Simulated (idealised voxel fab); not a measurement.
The following is a process module called voxel self aligned contacts.
Section shown: cut. Width: 215 nm. Cell size: 5 nm, square.
A cross-section is a grid of square cells, given in bands from the top down. A band is one or more rows of cells.
Heights first: top, then bottom, in nm. Then materials, left to right, each with a width in nm. "full width" on a single material: fills the band edge to edge. "air": empty space.
Height datum 0, below which the as-received substrate wafer is one material. Lowest band open at the bottom, running downward: "0 down".
A width such as "30 to 40" changes by the same amount from each row of cells to the next, from the band's top row to its bottom row.
Step note "nothing was modified" = no cross-section cell changed.
Voids not open to the top, 8 cells minimum: see "Unvented cavities". Written width x height at distance; distance is from the left edge; nm.
On each step's line, the part that comes after the settings is the simulator's own comment on the step.
overlay nm: how far to the right of its planned place the mask lay on this masked step (negative: to the left).
## So here's the lineup of process steps we planned
step 1: RECEIVE with material Si
step 2: OXIDIZE with depth nm 5
step 3: DIRECTIONAL_DEP with material polySi, thk nm 25
step 4: DIRECTIONAL_DEP with material SiN, thk nm 15
step 5: PATTERN with tone cover, mask id GATE, material resist, width nm 35, pitch nm 65, thk nm 20, overlay nm 0
step 6: DIRECTIONAL_ETCH with etch materials SiN, depth nm 15
step 7: DIRECTIONAL_ETCH with etch materials polySi, depth nm 25
step 8: STRIP with etch materials resist
step 9: CONFORMAL_DEP with material SiN, thk nm 5
step 10: DIRECTIONAL_ETCH with etch materials SiN, depth nm 5
step 11: FILL_DEP with material SiO2, thk nm 15
step 12: CMP with height nm 45
step 13: MASKED_ETCH with tone open, mask id CONTACT, width nm 40, etch materials SiO2, depth nm 50, overlay nm 0
step 14: CONFORMAL_DEP with material TiN, thk nm 5
step 15: FILL_DEP with material Ru, thk nm 10
step 16: CMP with height nm 45
step 17: CONFORMAL_DEP with material SiCN, thk nm 5
## Incoming wafer in cross-section (state: after step 1)
- 0 down  Si full width
- Unvented cavities: none
## As-planned run: cross-section of the first of two wafers at end of module
- 50 to 45  SiCN full width
- 45 to 40  SiO2 85, TiN 15, Ru 10, TiN 15, SiO2 90
- 40 to 25  SiO2 50, SiN 45, TiN 5, Ru 10, TiN 5, SiN 45, SiO2 55
- 25 to 0  SiO2 50, SiN 5, polySi 35, SiN 5, TiN 5, Ru 10, TiN 5, SiN 5, polySi 35, SiN 5, SiO2 55
- 0 to -5  SiO2 95, TiN 20, SiO2 100
- -5 down  Si full width
- Unvented cavities: none
## Cross-sectional view of the second of two wafers upon completion of the module. This wafer shared its starting condition and process plan with the first; one error was made during its execution
- 50 to 45  SiCN full width
- 45 to 40  SiO2 85, TiN 15, Ru 10, TiN 15, SiO2 90
- 40 to 25  SiO2 50, SiN 45, TiN 5, Ru 10, TiN 5, SiN 45, SiO2 55
- 25 to 20  SiO2 95, TiN 20, SiO2 100
- 20 to 0  polySi full width
- 0 down  Si full width
- Unvented cavities: none
So what did we get wrong on this run? steps 2 and 3 got flipped, so each one ran where the other should have
The second wafer ends with more or fewer cells of some materials than the first, per final count: Ru -10; Si +43; SiN -20; SiO2 -105; TiN -10; polySi +102
